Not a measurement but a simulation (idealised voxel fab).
The following process module bears the name voxel local oxidation.
It is cross-section cut that appears here, measuring 295 nm in width, its square cells being 5 nm in size.
The cross-sections in this document take the form of a grid made of square cells. They are written out as bands, in order from top to bottom. Each band consists of one or more rows of cells. Heights first: top, then bottom, in nm. Then materials, left to right, each with a width in nm. "throughout" on a single material: fills the band edge to edge. "air": empty space. Heights are reckoned from 0. Under this level, the received wafer is all of one material. The bottommost band is open-ended downward, for example "0 nm and below". Note: "30 to 40" means the width goes from the first number (top row of the band) to the second number (bottom row) in equal steps per row of cells. "no alterations made" (step): cross-section cells unchanged, all of them. You'll see "closed voids" listing empty spaces that have no way open to the top, as long as they're 8 cells or more; the notation is width x height at distance, where the distance is from the left edge, and all of it is in nm. Step line, after settings: the simulator's comment on this step. Regarding "overlay nm": on a step with a mask, it is the distance the mask lay to the right of its planned place; a negative value places it to the left. Reading key. Pairs: pre-step and post-step cross-section, one process step apart; post-step view only to lowest changed band. Step between + settings: beneath pair. Runs: pairs may be from different runs of this module, same starting wafer. Continuation from pair above: only where "Incoming profile" entry says.

[Incoming profile]
> 0 nm and below  Si throughout
> closed voids: none

[Post-Step Appearance]
> 5 nm to 0 nm  SiO2 throughout
> Below a height of 0, the structure has not been altered.
> closed voids: none
Upper to lower cross-section via CONFORMAL_DEP | material SiO2 | thk nm 5

Incoming profile: just use the after drawing of the pair above as your starting point.

[Post-Step Appearance]
> 20 nm to 5 nm  SiN throughout
> Below a height of 5, the structure has not been altered.
> closed voids: none
Upper to lower cross-section via CONFORMAL_DEP | material SiN | thk nm 15

Incoming profile: just use the after drawing of the pair above as your starting point.

[Post-Step Appearance]
> 20 nm to 5 nm  95 nm air  100 nm SiN  100 nm air
> Below a height of 5, the structure has not been altered.
> closed voids: none
Upper to lower cross-section via MASKED_ETCH | tone cover | mask id ACTIVE | width nm 100 | etch materials SiN | depth nm 15 | overlay nm 0

Incoming profile: just use the after drawing of the pair above as your starting point.

[Post-Step Appearance]
> 20 nm to 5 nm  95 nm air  100 nm SiN  100 nm air
> 5 nm to 0 nm  100 nm air  90 nm SiO2  105 nm air
> Below a height of 0, the structure has not been altered.
> closed voids: none
Upper to lower cross-section via SELECTIVE_ETCH | etch materials SiO2 | depth nm 5

Incoming profile: just use the after drawing of the pair above as your starting point.

[Post-Step Appearance]
> 20 nm to 5 nm  95 nm air  100 nm SiN  100 nm air
> 5 nm to 0 nm  100 nm air  90 nm SiO2  105 nm air
> 0 nm to -10 nm  110 nm SiO2  70 nm Si  115 nm SiO2
> Below a height of -10, the structure has not been altered.
> closed voids: none
Upper to lower cross-section via OXIDIZE | depth nm 10

Incoming profile: just use the after drawing of the pair above as your starting point.

[Post-Step Appearance]
> 5 nm to 0 nm  100 nm air  90 nm SiO2  105 nm air
> Below a height of 0, the structure has not been altered.
> closed voids: none
Upper to lower cross-section via STRIP | etch materials SiN

[Incoming profile]
> 20 nm to 5 nm  95 nm air  100 nm SiN  100 nm air
> 5 nm to 0 nm  100 nm air  90 nm SiO2  105 nm air
> 0 nm and below  Si throughout
> closed voids: none

[Post-Step Appearance]
> 5 nm to 0 nm  100 nm air  90 nm SiO2  105 nm air
> Below a height of 0, the structure has not been altered.
> closed voids: none
Upper to lower cross-section via STRIP | etch materials SiN

Incoming profile: just use the after drawing of the pair above as your starting point.

[Post-Step Appearance]
> 5 nm to 0 nm  100 nm air  90 nm SiO2  105 nm air
> 0 nm to -10 nm  110 nm SiO2  70 nm Si  115 nm SiO2
> Below a height of -10, the structure has not been altered.
> closed voids: none
Upper to lower cross-section via OXIDIZE | depth nm 10

[Incoming profile]
> 20 nm to 5 nm  95 nm air  100 nm SiN  100 nm air
> 5 nm to 0 nm  100 nm air  90 nm SiO2  105 nm air
> 0 nm and below  Si throughout
> closed voids: none

[Post-Step Appearance]
> 20 nm to 5 nm  95 nm air  100 nm SiN  100 nm air
> 5 nm to 0 nm  100 nm air  90 nm SiO2  105 nm air
> 0 nm to -15 nm  115 nm SiO2  60 nm Si  120 nm SiO2
> Below a height of -15, the structure has not been altered.
> closed voids: none
Upper to lower cross-section via OXIDIZE | depth nm 15

Incoming profile: just use the after drawing of the pair above as your starting point.

[Post-Step Appearance]
> 5 nm to 0 nm  100 nm air  90 nm SiO2  105 nm air
> Below a height of 0, the structure has not been altered.
> closed voids: none
Upper to lower cross-section via STRIP | etch materials SiN

[Incoming profile]
> 20 nm to 5 nm  SiN throughout
> 5 nm to 0 nm  SiO2 throughout
> 0 nm and below  Si throughout
> closed voids: none

[Post-Step Appearance]
> 20 nm to 5 nm  100 nm air  95 nm SiN  100 nm air
> Below a height of 5, the structure has not been altered.
> closed voids: none
Upper to lower cross-section via MASKED_ETCH | tone cover | mask id ACTIVE | width nm 95 | etch materials SiN | depth nm 15 | overlay nm 0

Incoming profile: just use the after drawing of the pair above as your starting point.

[Post-Step Appearance]
> 20 nm to 5 nm  100 nm air  95 nm SiN  100 nm air
> 5 nm to 0 nm  105 nm air  85 nm SiO2  105 nm air
> Below a height of 0, the structure has not been altered.
> closed voids: none
Upper to lower cross-section via SELECTIVE_ETCH | etch materials SiO2 | depth nm 5

Incoming profile: just use the after drawing of the pair above as your starting point.

[Post-Step Appearance]
> 20 nm to 5 nm  100 nm air  95 nm SiN  100 nm air
> 5 nm to 0 nm  105 nm air  85 nm SiO2  105 nm air
> 0 nm to -10 nm  115 nm SiO2  65 nm Si  115 nm SiO2
> Below a height of -10, the structure has not been altered.
> closed voids: none
Upper to lower cross-section via OXIDIZE | depth nm 10

Incoming profile: just use the after drawing of the pair above as your starting point.

[Post-Step Appearance]
> 5 nm to 0 nm  105 nm air  85 nm SiO2  105 nm air
> Below a height of 0, the structure has not been altered.
> closed voids: none
Upper to lower cross-section via STRIP | etch materials SiN

[Incoming profile]
> 20 nm to 5 nm  SiN throughout
> 5 nm to 0 nm  SiO2 throughout
> 0 nm and below  Si throughout
> closed voids: none

[Post-Step Appearance]
> 20 nm to 5 nm  105 nm air  100 nm SiN  90 nm air
> Below a height of 5, the structure has not been altered.
> closed voids: none
Upper to lower cross-section via MASKED_ETCH | tone cover | mask id ACTIVE | width nm 100 | etch materials SiN | depth nm 15 | overlay nm 10

Incoming profile: just use the after drawing of the pair above as your starting point.

[Post-Step Appearance]
> 20 nm to 5 nm  105 nm air  100 nm SiN  90 nm air
> 5 nm to 0 nm  110 nm air  90 nm SiO2  95 nm air
> Below a height of 0, the structure has not been altered.
> closed voids: none
Upper to lower cross-section via SELECTIVE_ETCH | etch materials SiO2 | depth nm 5

Incoming profile: just use the after drawing of the pair above as your starting point.

[Post-Step Appearance]
> 20 nm to 5 nm  105 nm air  100 nm SiN  90 nm air
> 5 nm to 0 nm  110 nm air  90 nm SiO2  95 nm air
> 0 nm to -10 nm  120 nm SiO2  70 nm Si  105 nm SiO2
> Below a height of -10, the structure has not been altered.
> closed voids: none
Upper to lower cross-section via OXIDIZE | depth nm 10

Incoming profile: just use the after drawing of the pair above as your starting point.

[Post-Step Appearance]
> 5 nm to 0 nm  110 nm air  90 nm SiO2  95 nm air
> Below a height of 0, the structure has not been altered.
> closed voids: none
Upper to lower cross-section via STRIP | etch materials SiN

[Incoming profile]
> 5 nm to 0 nm  SiO2 throughout
> 0 nm and below  Si throughout
> closed voids: none

[Post-Step Appearance]
> 20 nm to 0 nm  SiO2 throughout
> Below a height of 0, the structure has not been altered.
> closed voids: none
Upper to lower cross-section via CONFORMAL_DEP | material SiO2 | thk nm 15

Incoming profile: just use the after drawing of the pair above as your starting point.

[Post-Step Appearance]
> 15 nm to 0 nm  SiO2 throughout
> Below a height of 0, the structure has not been altered.
> closed voids: none
Upper to lower cross-section via SELECTIVE_ETCH | etch materials SiO2 | depth nm 5

[Incoming profile]
> 20 nm to 5 nm  SiN throughout
> 5 nm to 0 nm  SiO2 throughout
> 0 nm and below  Si throughout
> closed voids: none

[Post-Step Appearance]
> 20 nm to 5 nm  95 nm SiN  100 nm air  100 nm SiN
> Below a height of 5, the structure has not been altered.
> closed voids: none
Upper to lower cross-section via MASKED_ETCH | tone open | mask id ACTIVE | width nm 100 | etch materials SiN | depth nm 15 | overlay nm 0

Incoming profile: just use the after drawing of the pair above as your starting point.

[Post-Step Appearance]
> 20 nm to 5 nm  95 nm SiN  100 nm air  100 nm SiN
> 5 nm to 0 nm  90 nm SiO2  110 nm air  95 nm SiO2
> Below a height of 0, the structure has not been altered.
> closed voids: none
Upper to lower cross-section via SELECTIVE_ETCH | etch materials SiO2 | depth nm 5

Incoming profile: just use the after drawing of the pair above as your starting point.

[Post-Step Appearance]
> 20 nm to 5 nm  95 nm SiN  100 nm air  100 nm SiN
> 5 nm to 0 nm  90 nm SiO2  110 nm air  95 nm SiO2
> 0 nm to -10 nm  80 nm Si  130 nm SiO2  85 nm Si
> Below a height of -10, the structure has not been altered.
> closed voids: none
Upper to lower cross-section via OXIDIZE | depth nm 10

Incoming profile: just use the after drawing of the pair above as your starting point.

[Post-Step Appearance]
> 5 nm to 0 nm  90 nm SiO2  110 nm air  95 nm SiO2
> Below a height of 0, the structure has not been altered.
> closed voids: none
Upper to lower cross-section via STRIP | etch materials SiN
